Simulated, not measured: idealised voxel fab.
Herein follows the process module entitled voxel quadruple lines.
Cross-section cut spans 175 nm and uses square cells 5 nm in size.
Format of a cross-section: grid, square cells. Given as bands. Order: top down. Band: one or more rows of cells. Per band: top height and bottom height in nm, followed by the left-to-right materials and their widths in nm; "all across" marks a single material spanning edge to edge, "empty" marks empty space. Zero point of the height axis is 0; under it, received wafer = one material. Lowest band: continues down indefinitely, "0..down". A two-number width, for instance "30->40", indicates that the width is equal to the first number in the top row of the band and to the second number in the bottom row, and that it changes by a constant amount per row of cells. What does "nothing changed" mean for a step? It means no cell of the cross-section changed in that step. "Enclosed empty spaces" lists enclosed empty spaces (at least 8 cells, no open path upward to the top), each as width x height at distance from the left edge, in nm. Formally, on a step line, whatever follows the settings is a remark that the simulator itself makes on the step. overlay nm: on a step with a mask, how far right of its planned place the mask lay; negative means left.
plan:
1,RECEIVE with material Si
2,CONFORMAL_DEP with material SiO2, thk nm 5
3,DIRECTIONAL_DEP with material W, thk nm 15
4,DIRECTIONAL_DEP with material polySi, thk nm 15
5,DIRECTIONAL_DEP with material aC, thk nm 20
6,PATTERN with tone cover, mask id MANDREL, material resist, width nm 25, thk nm 30, overlay nm -15
7,DIRECTIONAL_ETCH with etch materials aC, depth nm 20
8,STRIP with etch materials resist
9,CONFORMAL_DEP with material SiO2, thk nm 15
10,DIRECTIONAL_ETCH with etch materials SiO2, depth nm 15
11,STRIP with etch materials aC
12,DIRECTIONAL_ETCH with etch materials polySi, depth nm 15
13,STRIP with etch materials SiO2
14,CONFORMAL_DEP with material SiCN, thk nm 5
15,DIRECTIONAL_ETCH with etch materials SiCN, depth nm 5
16,STRIP with etch materials polySi
17,DIRECTIONAL_ETCH with etch materials W, depth nm 15
18,STRIP with etch materials SiCN
19,FILL_DEP with material SiO2, thk nm 5
20,CMP with height nm 20
Every wafer here starts from the same state; it is the step 6 overlay nm that distinguishes them, and the value the plan gives belongs to the first wafer.
Cut through the first of several wafers as received, post step 1:
    0..down = Si all across
    Enclosed empty spaces: none
Note: the following table is arranged by wafer, a row apiece. Each row reports the end-of-module state: per material, cells gained (+) or cells lost (-) compared with the wafer as received; closed voids follow:
overlay nm -15 | +128 SiO2 | +12 W | Enclosed empty spaces: none
overlay nm -10 | +128 SiO2 | +12 W | Enclosed empty spaces: none
overlay nm -5 | +128 SiO2 | +12 W | Enclosed empty spaces: none
overlay nm 0 | +128 SiO2 | +12 W | Enclosed empty spaces: none
overlay nm 5 | +128 SiO2 | +12 W | Enclosed empty spaces: none
overlay nm 10 | +128 SiO2 | +12 W | Enclosed empty spaces: none
overlay nm 15 | +128 SiO2 | +12 W | Enclosed empty spaces: none
